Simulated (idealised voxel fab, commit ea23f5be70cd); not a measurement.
The following is a process module called voxel capacitor over wiring.
We display cut, a cross-section 220 nm in width whose square cells are each 5 nm.
A cross-section is written here as square cells arranged in a grid, and it is given in bands from the top down, each band taking up one or more rows of cells. Band entry format. Leading values: height of top, height of bottom, nm. Remainder: materials in left-to-right order, each with its width in nm. Special words: "full width" on a single material, which then fills the band edge to edge; "blank", empty space. Heights are reckoned from 0. Under this level, the received wafer is all of one material. The bottommost band is open-ended downward, for example "0..down". You'd read "30->40" like this: the band's top row of cells is as wide as the first number, its bottom row is as wide as the second, and going down, every row changes width by the same amount as the row before did. Key: "no alteration" - step with no changed cell in the cross-section. For the entry "Sealed void inventory", the listed items are empty spaces with no open way to the top whose size is 8 cells or more; each item follows the pattern width x height at distance, where distance is from the left edge and all three are in nm. Formally, on a step line, whatever follows the settings is a remark that the simulator itself makes on the step. The optional step-line setting "overlay nm" applies to steps with a mask and quantifies how far to the right of its planned location the mask lay, a negative value indicating leftward placement.
Listed below are the process steps as planned
step 1: RECEIVE, material Si
step 2: CONFORMAL_DEP, material SiO2, thk nm 10
step 3: CONFORMAL_DEP, material SiN, thk nm 5
step 4: DIRECTIONAL_DEP, material SiO2, thk nm 15
step 5: PATTERN, tone open, mask id METAL_1, material resist, width nm 20, pitch nm 90, thk nm 20, overlay nm 0
step 6: DIRECTIONAL_ETCH, etch materials SiO2, depth nm 15
step 7: DIRECTIONAL_ETCH, etch materials SiN, depth nm 5
step 8: STRIP, etch materials resist
step 9: CONFORMAL_DEP, material TiN, thk nm 5
step 10: FILL_DEP, material Ru, thk nm 5
step 11: CMP, height nm 30
step 12: EPI, material Ru, thk nm 5
step 13: FILL_DEP, material SiCN, thk nm 5
step 14: DIRECTIONAL_DEP, material lowk, thk nm 20
step 15: MASKED_ETCH, tone open, mask id PLUG_1, width nm 15, etch materials lowk, depth nm 20, overlay nm 0
step 16: MASKED_ETCH, tone open, mask id PLUG_1, width nm 15, etch materials SiCN, depth nm 5, overlay nm 0
step 17: CONFORMAL_DEP, material TiN, thk nm 5
step 18: FILL_DEP, material Cu, thk nm 10
step 19: CMP, height nm 60
step 20: DIRECTIONAL_DEP, material TiN, thk nm 10
step 21: DIRECTIONAL_DEP, material SiN, thk nm 5
step 22: DIRECTIONAL_DEP, material TiN, thk nm 5
step 23: PATTERN, tone cover, mask id UPPER_PLATE, material resist, width nm 75, thk nm 15, overlay nm 0
step 24: DIRECTIONAL_ETCH, etch materials TiN, depth nm 5
step 25: DIRECTIONAL_ETCH, etch materials SiN, depth nm 5
step 26: STRIP, etch materials resist
step 27: DIRECTIONAL_DEP, material aC, thk nm 10
step 28: PATTERN, tone cover, mask id LOWER_PLATE, material resist, width nm 85, thk nm 25, overlay nm 0
step 29: DIRECTIONAL_ETCH, etch materials aC, depth nm 10
step 30: STRIP, etch materials resist
step 31: DIRECTIONAL_ETCH, etch materials TiN, depth nm 10
step 32: STRIP, etch materials aC
step 33: FILL_DEP, material SiO2, thk nm 20
step 34: CMP, height nm 95
step 35: PATTERN, tone open, mask id PLUG_2, material resist, width nm 15, thk nm 15, overlay nm 0
step 36: DIRECTIONAL_ETCH, etch materials SiO2, depth nm 15
step 37: STRIP, etch materials resist
step 38: CONFORMAL_DEP, material TiN, thk nm 5
step 39: FILL_DEP, material Cu, thk nm 10
step 40: CMP, height nm 95
step 41: CONFORMAL_DEP, material SiN, thk nm 5
As-received wafer cross-section (after step 1)
  0..down  Si full width
  Sealed void inventory: none
Starting wafer: above. Plan: above. Run: one mistake. Cross-section after the module: below
  100..95  SiN full width
  95..85  SiO2 (70) / TiN (5) / Cu (5) / TiN (5) / SiO2 (135)
  85..80  SiO2 (70) / TiN (15) / SiO2 (135)
  80..75  SiO2 full width
  75..70  SiO2 (60) / TiN (75) / SiO2 (85)
  70..60  SiO2 (55) / TiN (85) / SiO2 (80)
  60..40  lowk (60) / TiN (5) / Cu (5) / TiN (5) / lowk (145)
  40..35  SiCN (60) / TiN (15) / SiCN (145)
  35..30  SiCN (50) / Ru (30) / SiCN (60) / Ru (30) / SiCN (50)
  30..15  SiO2 (55) / TiN (5) / Ru (10) / TiN (5) / SiO2 (70) / TiN (5) / Ru (10) / TiN (5) / SiO2 (55)
  15..10  SiN (55) / TiN (20) / SiN (70) / TiN (20) / SiN (55)
  10..0  SiO2 full width
  0..down  Si full width
  Sealed void inventory: none
Against the plan, the run slipped here: plan step 21 was not performed, having been skipped
